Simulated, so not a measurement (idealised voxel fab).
Module name: voxel ribs on slabs (process module)
Shown is cross-section cut, with a width of 210 nm and square cells of size 5 nm.
Format of a cross-section: grid, square cells. Given as bands. Order: top down. Band: one or more rows of cells. Top height, bottom height, nm. Materials left to right, width each, nm. Single material + "everywhere" = fills band edge to edge. "empty" = empty. Convention: height 0 is the level below which the wafer, as received, is all one material. The lowest band does not terminate at the bottom but continues downward, represented as "0 -> down". It should be noted that a width expressed as "30 to 40" varies in equal increments from row to row of cells within the band, taking the value of the first number at the top row and that of the second number at the bottom row. The cross-section has no changed cell in any step marked "left unchanged". Listed in "Voids, fully enclosed": every empty space of 8 or more cells without an open way to the top. Form: width x height at distance, the distance being from the left edge, all in nm. Past the settings on a step's line: simulator remark, on that step. overlay nm: right-of-plan distance of the mask on a masked step; negative values mean left-of-plan.

[Set out below are the planned steps of the process]
step 1: RECEIVE with material Si
step 2: DIRECTIONAL_DEP with material SiO2, thk nm 20
step 3: DIRECTIONAL_DEP with material SiN, thk nm 20
step 4: PATTERN with tone cover, mask id RIB, material resist, width nm 30, thk nm 20, overlay nm 0
step 5: DIRECTIONAL_ETCH with etch materials SiN, depth nm 15
step 6: STRIP with etch materials resist
step 7: PATTERN with tone cover, mask id SLAB, material resist, width nm 90, thk nm 20, overlay nm 0
step 8: DIRECTIONAL_ETCH with etch materials SiN, depth nm 5
step 9: STRIP with etch materials resist
step 10: FILL_DEP with material SiO2, thk nm 15
step 11: CMP with height nm 50
step 12: DIRECTIONAL_DEP with material W, thk nm 5
step 13: PATTERN with tone cover, mask id HEATER, material resist, width nm 40, thk nm 20, overlay nm 0
step 14: DIRECTIONAL_ETCH with etch materials W, depth nm 5
step 15: STRIP with etch materials resist
step 16: CONFORMAL_DEP with material SiN, thk nm 5

[So this is the incoming wafer in cross-section - it's already been through step 1]
* 0 -> down | Si everywhere
* Voids, fully enclosed: none

[First wafer of two, sectioned at end of module; run went per plan]
* 60 -> 55 | empty 80 nm, then SiN 50 nm, then empty 80 nm
* 55 -> 50 | SiN 85 nm, then W 40 nm, then SiN 85 nm
* 50 -> 40 | SiO2 everywhere
* 40 -> 25 | SiO2 90 nm, then SiN 30 nm, then SiO2 90 nm
* 25 -> 20 | SiO2 60 nm, then SiN 90 nm, then SiO2 60 nm
* 20 -> 0 | SiO2 everywhere
* 0 -> down | Si everywhere
* Voids, fully enclosed: none

[What the second wafer looks like in cross-section once the module is done. Its start and its plan matched the first wafer's exactly; what differed was one mistake in how it was run]
* 60 -> 55 | empty 80 nm, then SiN 50 nm, then empty 80 nm
* 55 -> 50 | SiN 85 nm, then W 40 nm, then SiN 85 nm
* 50 -> 40 | SiO2 everywhere
* 40 -> 35 | SiO2 60 nm, then SiN 30 nm, then SiO2 30 nm, then SiN 30 nm, then SiO2 60 nm
* 35 -> 25 | SiN 90 nm, then SiO2 30 nm, then SiN 90 nm
* 25 -> 20 | SiN everywhere
* 20 -> 0 | SiO2 everywhere
* 0 -> down | Si everywhere
* Voids, fully enclosed: none
Run error: step 4 went in with a setting other than planned; the actual run was PATTERN with tone open, mask id RIB, material resist, width nm 30, thk nm 20, overlay nm 0
End of process, cell counts, second wafer against first, materials with more or fewer: SiN +90, SiO2 -90
